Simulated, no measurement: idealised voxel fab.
Proc. module: voxel trench capacitor
FYI the section here is cut, 260 nm wide, cells are 5 nm squares.
In this document a cross-section is written as a grid of square cells. It is given as a series of bands, listed from the top down, and a band is one or more rows of cells. Look at the band entry: it leads with the top's height and the bottom's height in nm. Then it lists the materials left to right, with a width in nm for each. The word "full width" on a single material says that material fills the band edge to edge. The word "empty" is empty space. Heights are measured from 0, the level below which the as-received wafer is all one material; the lowest band has no bottom and continues downward, written as in "from 0 down". The expression "30 to 40" gives the width at the extremes of the band, the first number at its top row of cells and the second at its bottom row, with the width changing by equal amounts from each row to the next in between. Given "nothing was modified" for a step, no cell of the cross-section differs between before and after that step. Entry "Listed closed voids". Content: empty spaces with no open connection to the top, size 8 cells or greater. Each: width x height at distance. Distance: from left edge. Unit: nm. Heads up: the bit after the settings on a step's line is the simulator's remark on that step. overlay nm, on a step with a mask: how far to the right of its planned place the mask lay; to the left if negative.

### The process steps that were planned are listed below
1,RECEIVE: material Si
2,CONFORMAL_DEP: material SiN, thk nm 10
3,DIRECTIONAL_DEP: material aC, thk nm 15
4,PATTERN: tone open, mask id TRENCH, material resist, width nm 30, pitch nm 55, thk nm 30, overlay nm 0
5,DIRECTIONAL_ETCH: etch materials aC, depth nm 15
6,STRIP: etch materials resist
7,DIRECTIONAL_ETCH: etch materials SiN, depth nm 10
8,DIRECTIONAL_ETCH: etch materials Si, depth nm 30
9,STRIP: etch materials aC
10,CONFORMAL_DEP: material HfO2, thk nm 5
11,CONFORMAL_DEP: material TiN, thk nm 5
12,FILL_DEP: material W, thk nm 10
13,CMP: height nm 10

### Delivered wafer in cross-section: state after step 1
* from 0 down: Si full width
* Listed closed voids: none

### Same starting wafer, same plan as above, one mistake in the execution; this is the cross-section at the end of the module
* from 10 to 0: 35 of SiN; 5 of HfO2; 10 of TiN; 5 of HfO2; 35 of SiN; 5 of HfO2; 10 of TiN; 5 of HfO2; 35 of SiN; 5 of HfO2; 10 of TiN; 5 of HfO2; 35 of SiN; 5 of HfO2; 10 of TiN; 5 of HfO2; 40 of SiN
* from 0 to -25: 35 of Si; 5 of HfO2; 10 of TiN; 5 of HfO2; 35 of Si; 5 of HfO2; 10 of TiN; 5 of HfO2; 35 of Si; 5 of HfO2; 10 of TiN; 5 of HfO2; 35 of Si; 5 of HfO2; 10 of TiN; 5 of HfO2; 40 of Si
* from -25 to -30: 35 of Si; 20 of HfO2; 35 of Si; 20 of HfO2; 35 of Si; 20 of HfO2; 35 of Si; 20 of HfO2; 40 of Si
* from -30 down: Si full width
* Listed closed voids: none
What was the processing mistake? in deviation from the planned setting, step 4 was conducted as PATTERN: tone open, mask id TRENCH, material resist, width nm 20, pitch nm 55, thk nm 30, overlay nm 0
